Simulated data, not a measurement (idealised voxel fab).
Module name: voxel self aligned vias (process module)
Displayed cross-section: cut, width of 275 nm, square cells sized 5 nm.
Cross-section layout: square cells on a grid; listed as bands, top to bottom; a band spans one or more cell rows.
The band entry comprises the height of the band's top followed by the height of its bottom, expressed in nm, and subsequently the band's materials from left to right, each stated together with its width in nm. Where a single material is marked with the word "throughout", that material fills the band from edge to edge. The word "empty" represents empty space.
Ref level 0: as-received wafer is one material below here. Bottom band extends down with no lower bound ("0..down").
Per-row width for "30->40": begins at first number (top row of band), ends at second number (bottom row), increment between rows held constant.
Take "no alterations made" at face value: in the step it is given for, the cross-section changed in none of its cells.
"Trapped cavities" enumerates empty spaces isolated from the top, with no open way to it, that contain at least 8 cells, giving each as width x height at distance from the left edge, all three in nm.
Whatever follows a step's settings on its line is a remark the simulator itself makes about that step.
On any step carrying a mask, the "overlay nm" setting, if present on the step's line, tells how far right of its planned place the mask lay; negative values point to the left.
-- Planned process steps
1,RECEIVE,material Si
2,CONFORMAL_DEP,material SiO2,thk nm 10
3,CONFORMAL_DEP,material SiCN,thk nm 5
4,DIRECTIONAL_DEP,material SiO2,thk nm 20
5,PATTERN,tone open,mask id LINES,material resist,width nm 20,pitch nm 65,thk nm 15,overlay nm 0
6,DIRECTIONAL_ETCH,etch materials SiO2,depth nm 20
7,STRIP,etch materials resist
8,CONFORMAL_DEP,material TiN,thk nm 5
9,FILL_DEP,material W,thk nm 5
10,CMP,height nm 35
11,SELECTIVE_ETCH,etch materials W Ru TiN,depth nm 10
12,FILL_DEP,material SiN,thk nm 5
13,CMP,height nm 35
14,DIRECTIONAL_DEP,material SiO2,thk nm 15
15,MASKED_ETCH,tone open,mask id VIAS,width nm 40,pitch nm 65,etch materials SiO2,depth nm 15,overlay nm 0
16,MASKED_ETCH,tone open,mask id VIAS,width nm 40,pitch nm 65,etch materials SiN,depth nm 10,overlay nm 0
17,CONFORMAL_DEP,material TiN,thk nm 5
18,FILL_DEP,material Ru,thk nm 10
19,CMP,height nm 50
20,CONFORMAL_DEP,material SiN,thk nm 5
-- Here's what the wafer looked like in cross-section when it arrived - that's after step 1
> 0..down: Si throughout
> Trapped cavities: none
-- The first of two wafers, cross-sectioned at the end of the module, with the run proceeding as planned
> 55..50: SiN throughout
> 50..40: SiO2 (50), TiN (5), Ru (30), TiN (5), SiO2 (25), TiN (5), Ru (30), TiN (5), SiO2 (25), TiN (5), Ru (30), TiN (5), SiO2 (55)
> 40..30: SiO2 (50->60), TiN (15->5), Ru (10), TiN (15->5), SiO2 (25->45), TiN (15->5), Ru (10), TiN (15->5), SiO2 (25->45), TiN (15->5), Ru (10), TiN (15->5), SiO2 (55->65)
> 30..25: SiO2 (60), TiN (20), SiO2 (45), TiN (20), SiO2 (45), TiN (20), SiO2 (65)
> 25..20: SiO2 (60), TiN (5), W (10), TiN (5), SiO2 (45), TiN (5), W (10), TiN (5), SiO2 (45), TiN (5), W (10), TiN (5), SiO2 (65)
> 20..15: SiO2 (60), TiN (20), SiO2 (45), TiN (20), SiO2 (45), TiN (20), SiO2 (65)
> 15..10: SiCN throughout
> 10..0: SiO2 throughout
> 0..down: Si throughout
> Trapped cavities: none
-- This cross-section belongs to the second wafer of two at the end of the module; the start and the plan were shared with the first, and the run included one mistake
> 55..50: SiN throughout
> 50..40: SiO2 (50), TiN (5), Ru (30), TiN (5), SiO2 (25), TiN (5), Ru (30), TiN (5), SiO2 (25), TiN (5), Ru (30), TiN (5), SiO2 (55)
> 40..30: SiO2 (50->55), TiN (10->5), Ru (10), TiN (20->5), SiO2 (25->45), TiN (10->5), Ru (10), TiN (20->5), SiO2 (25->45), TiN (10->5), Ru (10), TiN (20->5), SiO2 (55->70)
> 30..25: SiO2 (55), TiN (20), SiO2 (45), TiN (20), SiO2 (45), TiN (20), SiO2 (70)
> 25..20: SiO2 (55), TiN (5), W (10), TiN (5), SiO2 (45), TiN (5), W (10), TiN (5), SiO2 (45), TiN (5), W (10), TiN (5), SiO2 (70)
> 20..15: SiO2 (55), TiN (20), SiO2 (45), TiN (20), SiO2 (45), TiN (20), SiO2 (70)
> 15..10: SiCN throughout
> 10..0: SiO2 throughout
> 0..down: Si throughout
> Trapped cavities: none
Run error: step 5 was run on a setting that differed from the plan, and what really ran there is PATTERN,tone open,mask id LINES,material resist,width nm 20,pitch nm 65,thk nm 15,overlay nm -5
At the end, each material covers as many cells on the second wafer as it does on the first, though the cells it covers are elsewhere.
